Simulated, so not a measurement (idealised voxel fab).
Process module, titled voxel fin reveal
Cross-sectional view cut (width: 235 nm; square cell size: 5 nm).
In this document a cross-section is written as a grid of square cells. It is given as a series of bands, listed from the top down, and a band is one or more rows of cells.
Band: top height; bottom height; in nm. Then, left to right: material with width in nm, for each material. "all across": a single material spanning edge to edge. "air": empty space.
Where do heights start? At 0: under that level the wafer as delivered is made of one material only. And the lowest band has no floor; it just carries on downward, as in "z 0 and below".
A width given as "30..40" starts at the first number in the band's top row and ends at the second number in its bottom row, shifting by an equal amount at every step from row to row.
Given "no modification" for a step, no cell of the cross-section differs between before and after that step.
The label "Sealed-off cavities" introduces a list of the empty spaces, 8 cells or larger, that have no open way up to the top; each entry in it reads width x height at distance, where the distance is taken from the left edge and all three are stated in nm.
It should be noted that, on the line of a given step, the content following the step's settings is a remark produced by the simulator itself with respect to that step.
overlay nm: mask offset rightward from planned place, masked step; negative means leftward offset.
## So here's the lineup of process steps we planned
| 1 | RECEIVE (material Si) |
| 2 | CONFORMAL_DEP (material SiN; thk nm 5) |
| 3 | PATTERN (tone cover; mask id FINS; material resist; width nm 15; pitch nm 35; thk nm 15; overlay nm 0) |
| 4 | DIRECTIONAL_ETCH (etch materials SiN; depth nm 5) |
| 5 | DIRECTIONAL_ETCH (etch materials Si; depth nm 30) |
| 6 | STRIP (etch materials resist) |
| 7 | OXIDIZE (depth nm 5) |
| 8 | FILL_DEP (material SiO2; thk nm 10) |
| 9 | CMP (height nm 5) |
| 10 | SELECTIVE_ETCH (etch materials SiO2; depth nm 15) |
| 11 | STRIP (etch materials SiN) |
| 12 | CONFORMAL_DEP (material SiO2; thk nm 5) |
## First out of two wafers; run went to plan
## Cross-section of the wafer upon arrival, representing the state reached after step 1
> z 0 and below = Si all across
> Sealed-off cavities: none
## The wafer, seen in cross-section, after step 2
> z 5 to 0 = SiN all across
> Under 0: no change, same as before.
## The wafer, seen in cross-section, after step 3
> z 20 to 5 = air 90; resist 15; air 20; resist 15; air 95
> Under 5: no change, same as before.
## The wafer, seen in cross-section, after step 4
> z 20 to 5 = air 90; resist 15; air 20; resist 15; air 95
> z 5 to 0 = air 90; SiN 15; air 20; SiN 15; air 95
> Under 0: no change, same as before.
## The wafer, seen in cross-section, after step 5
> z 20 to 5 = air 90; resist 15; air 20; resist 15; air 95
> z 5 to 0 = air 90; SiN 15; air 20; SiN 15; air 95
> z 0 to -30 = air 90; Si 15; air 20; Si 15; air 95
> Under -30: no change, same as before.
## The wafer, seen in cross-section, after step 6
> z 5 to 0 = air 90; SiN 15; air 20; SiN 15; air 95
> Under 0: no change, same as before.
## The wafer, seen in cross-section, after step 7
> z 5 to 0 = air 90; SiN 15; air 20; SiN 15; air 95
> z 0 to -30 = air 90; SiO2 5; Si 5; SiO2 5; air 20; SiO2 5; Si 5; SiO2 5; air 95
> z -30 to -35 = SiO2 95; Si 5; SiO2 30; Si 5; SiO2 100
> Under -35: no change, same as before.
## The wafer, seen in cross-section, after step 8
> z 15 to 5 = SiO2 all across
> z 5 to 0 = SiO2 90; SiN 15; SiO2 20; SiN 15; SiO2 95
> z 0 to -35 = SiO2 95; Si 5; SiO2 30; Si 5; SiO2 100
> Under -35: no change, same as before.
## The wafer, seen in cross-section, after step 9
> z 5 to 0 = SiO2 90; SiN 15; SiO2 20; SiN 15; SiO2 95
> Under 0: no change, same as before.
## The wafer, seen in cross-section, after step 10
> z 5 to 0 = air 90; SiN 15; air 20; SiN 15; air 95
> z 0 to -10 = air 95; Si 5; air 30; Si 5; air 100
> Under -10: no change, same as before.
## The wafer, seen in cross-section, after step 11
> z 0 to -10 = air 95; Si 5; air 30; Si 5; air 100
> Under -10: no change, same as before.
## The wafer, seen in cross-section, after step 12
> z 5 to 0 = air 90; SiO2 15; air 20; SiO2 15; air 95
> z 0 to -5 = air 90; SiO2 5; Si 5; SiO2 5; air 20; SiO2 5; Si 5; SiO2 5; air 95
> z -5 to -35 = SiO2 95; Si 5; SiO2 30; Si 5; SiO2 100
> Under -35: no change, same as before.
## Wafer two: like wafer one in start and plan, but with one mistake in execution; identical up to and including step 2
## Look at the second wafer in cross-section at the time step 3 ought to have finished
> z 20 to 5 = resist 90; air 15; resist 20; air 15; resist 95
> Under 5: no change, same as before.
## Look at the second wafer in cross-section at the time step 4 ought to have finished
> z 20 to 5 = resist 90; air 15; resist 20; air 15; resist 95
> z 5 to 0 = SiN 90; air 15; SiN 20; air 15; SiN 95
> Under 0: no change, same as before.
## Look at the second wafer in cross-section at the time step 5 ought to have finished
> z 20 to 5 = resist 90; air 15; resist 20; air 15; resist 95
> z 5 to 0 = SiN 90; air 15; SiN 20; air 15; SiN 95
> z 0 to -30 = Si 90; air 15; Si 20; air 15; Si 95
> Under -30: no change, same as before.
## Look at the second wafer in cross-section at the time step 6 ought to have finished
> z 5 to 0 = SiN 90; air 15; SiN 20; air 15; SiN 95
> Under 0: no change, same as before.
## Look at the second wafer in cross-section at the time step 7 ought to have finished
> z 5 to 0 = SiN 90; air 15; SiN 20; air 15; SiN 95
> z 0 to -30 = Si 85; SiO2 5; air 15; SiO2 5; Si 10; SiO2 5; air 15; SiO2 5; Si 90
> z -30 to -35 = Si 85; SiO2 25; Si 10; SiO2 25; Si 90
> Under -35: no change, same as before.
## Look at the second wafer in cross-section at the time step 8 ought to have finished
> z 15 to 5 = SiO2 all across
> z 5 to 0 = SiN 90; SiO2 15; SiN 20; SiO2 15; SiN 95
> z 0 to -35 = Si 85; SiO2 25; Si 10; SiO2 25; Si 90
> Under -35: no change, same as before.
## Look at the second wafer in cross-section at the time step 9 ought to have finished
> z 5 to 0 = SiN 90; SiO2 15; SiN 20; SiO2 15; SiN 95
> Under 0: no change, same as before.
## Look at the second wafer in cross-section at the time step 10 ought to have finished
> z 5 to 0 = SiN 90; air 15; SiN 20; air 15; SiN 95
> z 0 to -10 = Si 85; air 25; Si 10; air 25; Si 90
> Under -10: no change, same as before.
## Look at the second wafer in cross-section at the time step 11 ought to have finished
> z 0 to -10 = Si 85; air 25; Si 10; air 25; Si 90
> Under -10: no change, same as before.
## Look at the second wafer in cross-section at the time step 12 ought to have finished
> z 5 to 0 = SiO2 90; air 15; SiO2 20; air 15; SiO2 95
> z 0 to -5 = Si 85; SiO2 5; air 15; SiO2 5; Si 10; SiO2 5; air 15; SiO2 5; Si 90
> z -5 to -35 = Si 85; SiO2 25; Si 10; SiO2 25; Si 90
> Under -35: no change, same as before.
Here's what went sideways: step 3: run off-plan, actual operation and settings PATTERN (tone open; mask id FINS; material resist; width nm 15; pitch nm 35; thk nm 15; overlay nm 0)
Bottom line after processing is that, in cells, the second wafer is up or down on some materials versus the first: 245 more of Si, 175 fewer of SiO2
